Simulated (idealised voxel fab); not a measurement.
You're looking at the process module voxel double patterning.
Pictured: cross-section cut, 240 nm wide, on a grid of 5 nm square cells.
For the purposes of this document, a cross-section shall be understood as a grid of square cells, specified as bands listed in top-to-bottom order, each band consisting of one or more rows of cells.
Read a band's entry like this: the first values are the height of its top and the height of its bottom in nm, and what follows is the sequence of materials from left to right, each with its width in nm. Note that "air" is empty space, and that a single material marked "everywhere" reaches across the band from edge to edge.
Zero point of the height axis is 0; under it, received wafer = one material. Lowest band: continues down indefinitely, "0 -> down".
Width spec "30->40" -> top row of cells at first value, bottom row at second value, equal per-row change in between.
You'll sometimes find "no alteration" written for a step, and that's the way of saying that nowhere in the cross-section did a cell change during that step.
Empty spaces counting at least 8 cells and having no open way to the top are listed in "Sealed voids". The notation width x height at distance is used for each, the distance being from the left edge and all three values in nm.
The remark found on a step's line after its settings is issued by the simulator itself and pertains to that step.
You can add "overlay nm" to a step's line. For a step with a mask, it describes how far the mask lay to the right of its planned position, and a negative number describes a lay to the left.

[plan]
- 1: op RECEIVE | material Si
- 2: op CONFORMAL_DEP | material SiO2 | thk nm 10
- 3: op DIRECTIONAL_DEP | material W | thk nm 15
- 4: op DIRECTIONAL_DEP | material SiCN | thk nm 5
- 5: op PATTERN | tone open | mask id FIRST | material resist | width nm 15 | pitch nm 50 | thk nm 15 | overlay nm 0
- 6: op DIRECTIONAL_ETCH | etch materials SiCN | depth nm 5
- 7: op STRIP | etch materials resist
- 8: op MASKED_ETCH | tone open | mask id SECOND | width nm 15 | pitch nm 50 | etch materials SiCN | depth nm 5 | overlay nm 0
- 9: op DIRECTIONAL_ETCH | etch materials W | depth nm 15
- 10: op STRIP | etch materials SiCN

[Incoming wafer, cross-sectional view, post step 1]
	0 -> down  Si everywhere
	Sealed voids: none

[Cross-section: first of two wafers, module finished, run according to plan]
	25 -> 10  W=60, then air=15, then W=10, then air=15, then W=10, then air=15, then W=10, then air=15, then W=10, then air=15, then W=65
	10 -> 0  SiO2 everywhere
	0 -> down  Si everywhere
	Sealed voids: none

[Cross-sectional view: second of two wafers, end of module; start and plan identical to the first, one mistake in running]
	25 -> 10  W=60, then air=20, then W=5, then air=15, then W=10, then air=20, then W=5, then air=15, then W=10, then air=20, then W=60
	10 -> 0  SiO2 everywhere
	0 -> down  Si everywhere
	Sealed voids: none
What was the processing mistake? step 5 went in with a setting other than planned; the actual run was op PATTERN | tone open | mask id FIRST | material resist | width nm 20 | pitch nm 50 | thk nm 15 | overlay nm 0
The closing comparison, in cells, has the second wafer with more or fewer of some materials than the first: -9 W
